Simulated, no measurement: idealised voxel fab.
Process module under the name voxel fin reveal
Pictured: cross-section cut, 245 nm wide, on a grid of 5 nm square cells.
How to read a cross-section here: the picture is a grid of square cells, written as bands going from the top down, and any band can span one or more rows of cells.
It is stipulated that each band's entry specify, in nanometres, the height of the top of the band and then that of its bottom, followed by the materials of the band in left-to-right sequence, each together with its width in nanometres. A single material marked by the word "throughout" is understood to fill the band from edge to edge; the word "empty" is understood to denote empty space.
Ref level 0: as-received wafer is one material below here. Bottom band extends down with no lower bound ("0 -> down").
Think of "30 to 40" as a width that walks from the first number to the second as you go down the band, top row to bottom row, taking equal-sized steps from row to row.
No cell of the cross-section changed in a step that is given as "everything unchanged".
Entry "Non-vented voids" = empty spaces >= 8 cells with no open way to the top; each as width x height at distance, distance from left edge, all nm.
It should be noted that, on the line of a given step, the content following the step's settings is a remark produced by the simulator itself with respect to that step.
When a step includes a mask, the "overlay nm" setting on its line states how far to the right of its planned place that mask lay, and negative values state how far to the left.

[So here's the lineup of process steps we planned]
1. RECEIVE | material Si
2. CONFORMAL_DEP | material SiN | thk nm 10
3. DIRECTIONAL_DEP | material aC | thk nm 15
4. PATTERN | tone cover | mask id FINS | material resist | width nm 15 | pitch nm 45 | thk nm 30 | overlay nm 0
5. DIRECTIONAL_ETCH | etch materials aC | depth nm 15
6. STRIP | etch materials resist
7. DIRECTIONAL_ETCH | etch materials SiN | depth nm 10
8. DIRECTIONAL_ETCH | etch materials Si | depth nm 30
9. STRIP | etch materials aC
10. FILL_DEP | material SiO2 | thk nm 10
11. CMP | height nm 10
12. SELECTIVE_ETCH | etch materials SiO2 | depth nm 20
13. STRIP | etch materials SiN
14. CONFORMAL_DEP | material SiO2 | thk nm 5

[The first of two wafers, run as planned]

[The cross-section here shows the wafer as received, i.e. in its state after step 1]
    0 -> down = Si throughout
    Non-vented voids: none

[State of the wafer after step 2, shown in cross-section]
    10 -> 0 = SiN throughout
    below 0: unchanged

[State of the wafer after step 3, shown in cross-section]
    25 -> 10 = aC throughout
    below 10: unchanged

[State of the wafer after step 4, shown in cross-section]
    55 -> 25 = empty: 90  resist: 15  empty: 30  resist: 15  empty: 95
    below 25: unchanged

[State of the wafer after step 5, shown in cross-section]
    40 -> 25 = empty: 90  resist: 15  empty: 30  resist: 15  empty: 95
    25 -> 10 = empty: 90  aC: 15  empty: 30  aC: 15  empty: 95
    below 10: unchanged

[State of the wafer after step 6, shown in cross-section]
    25 -> 10 = empty: 90  aC: 15  empty: 30  aC: 15  empty: 95
    below 10: unchanged

[State of the wafer after step 7, shown in cross-section]
    25 -> 10 = empty: 90  aC: 15  empty: 30  aC: 15  empty: 95
    10 -> 0 = empty: 90  SiN: 15  empty: 30  SiN: 15  empty: 95
    below 0: unchanged

[State of the wafer after step 8, shown in cross-section]
    25 -> 10 = empty: 90  aC: 15  empty: 30  aC: 15  empty: 95
    10 -> 0 = empty: 90  SiN: 15  empty: 30  SiN: 15  empty: 95
    0 -> -30 = empty: 90  Si: 15  empty: 30  Si: 15  empty: 95
    below -30: unchanged

[State of the wafer after step 9, shown in cross-section]
    10 -> 0 = empty: 90  SiN: 15  empty: 30  SiN: 15  empty: 95
    below 0: unchanged

[State of the wafer after step 10, shown in cross-section]
    20 -> 10 = SiO2 throughout
    10 -> 0 = SiO2: 90  SiN: 15  SiO2: 30  SiN: 15  SiO2: 95
    0 -> -30 = SiO2: 90  Si: 15  SiO2: 30  Si: 15  SiO2: 95
    below -30: unchanged

[State of the wafer after step 11, shown in cross-section]
    10 -> 0 = SiO2: 90  SiN: 15  SiO2: 30  SiN: 15  SiO2: 95
    below 0: unchanged

[State of the wafer after step 12, shown in cross-section]
    10 -> 0 = empty: 90  SiN: 15  empty: 30  SiN: 15  empty: 95
    0 -> -10 = empty: 90  Si: 15  empty: 30  Si: 15  empty: 95
    below -10: unchanged

[State of the wafer after step 13, shown in cross-section]
    0 -> -10 = empty: 90  Si: 15  empty: 30  Si: 15  empty: 95
    below -10: unchanged

[State of the wafer after step 14, shown in cross-section]
    5 -> 0 = empty: 85  SiO2: 25  empty: 20  SiO2: 25  empty: 90
    0 -> -5 = empty: 85  SiO2: 5  Si: 15  SiO2: 5  empty: 20  SiO2: 5  Si: 15  SiO2: 5  empty: 90
    -5 -> -30 = SiO2: 90  Si: 15  SiO2: 30  Si: 15  SiO2: 95
    below -30: unchanged

[Regarding the second of the two wafers: it shared the first wafer's starting condition and process plan, yet one error occurred during its execution. Its history coincides with that of the first wafer up to and including step 3]

[Cross-sectional view of the second wafer at the intended end time of process step 4]
    55 -> 25 = empty: 100  resist: 15  empty: 30  resist: 15  empty: 85
    below 25: unchanged

[Cross-sectional view of the second wafer at the intended end time of process step 5]
    40 -> 25 = empty: 100  resist: 15  empty: 30  resist: 15  empty: 85
    25 -> 10 = empty: 100  aC: 15  empty: 30  aC: 15  empty: 85
    below 10: unchanged

[Cross-sectional view of the second wafer at the intended end time of process step 6]
    25 -> 10 = empty: 100  aC: 15  empty: 30  aC: 15  empty: 85
    below 10: unchanged

[Cross-sectional view of the second wafer at the intended end time of process step 7]
    25 -> 10 = empty: 100  aC: 15  empty: 30  aC: 15  empty: 85
    10 -> 0 = empty: 100  SiN: 15  empty: 30  SiN: 15  empty: 85
    below 0: unchanged

[Cross-sectional view of the second wafer at the intended end time of process step 8]
    25 -> 10 = empty: 100  aC: 15  empty: 30  aC: 15  empty: 85
    10 -> 0 = empty: 100  SiN: 15  empty: 30  SiN: 15  empty: 85
    0 -> -30 = empty: 100  Si: 15  empty: 30  Si: 15  empty: 85
    below -30: unchanged

[Cross-sectional view of the second wafer at the intended end time of process step 9]
    10 -> 0 = empty: 100  SiN: 15  empty: 30  SiN: 15  empty: 85
    below 0: unchanged

[Cross-sectional view of the second wafer at the intended end time of process step 10]
    20 -> 10 = SiO2 throughout
    10 -> 0 = SiO2: 100  SiN: 15  SiO2: 30  SiN: 15  SiO2: 85
    0 -> -30 = SiO2: 100  Si: 15  SiO2: 30  Si: 15  SiO2: 85
    below -30: unchanged

[Cross-sectional view of the second wafer at the intended end time of process step 11]
    10 -> 0 = SiO2: 100  SiN: 15  SiO2: 30  SiN: 15  SiO2: 85
    below 0: unchanged

[Cross-sectional view of the second wafer at the intended end time of process step 12]
    10 -> 0 = empty: 100  SiN: 15  empty: 30  SiN: 15  empty: 85
    0 -> -10 = empty: 100  Si: 15  empty: 30  Si: 15  empty: 85
    below -10: unchanged

[Cross-sectional view of the second wafer at the intended end time of process step 13]
    0 -> -10 = empty: 100  Si: 15  empty: 30  Si: 15  empty: 85
    below -10: unchanged

[Cross-sectional view of the second wafer at the intended end time of process step 14]
    5 -> 0 = empty: 95  SiO2: 25  empty: 20  SiO2: 25  empty: 80
    0 -> -5 = empty: 95  SiO2: 5  Si: 15  SiO2: 5  empty: 20  SiO2: 5  Si: 15  SiO2: 5  empty: 80
    -5 -> -30 = SiO2: 100  Si: 15  SiO2: 30  Si: 15  SiO2: 85
    below -30: unchanged
What broke from the plan during processing? planned and actual differ for step 4; actual: PATTERN | tone cover | mask id FINS | material resist | width nm 15 | pitch nm 45 | thk nm 30 | overlay nm 10
Heads up: at the end the two wafers have identical cell counts per material, they're just laid out differently.
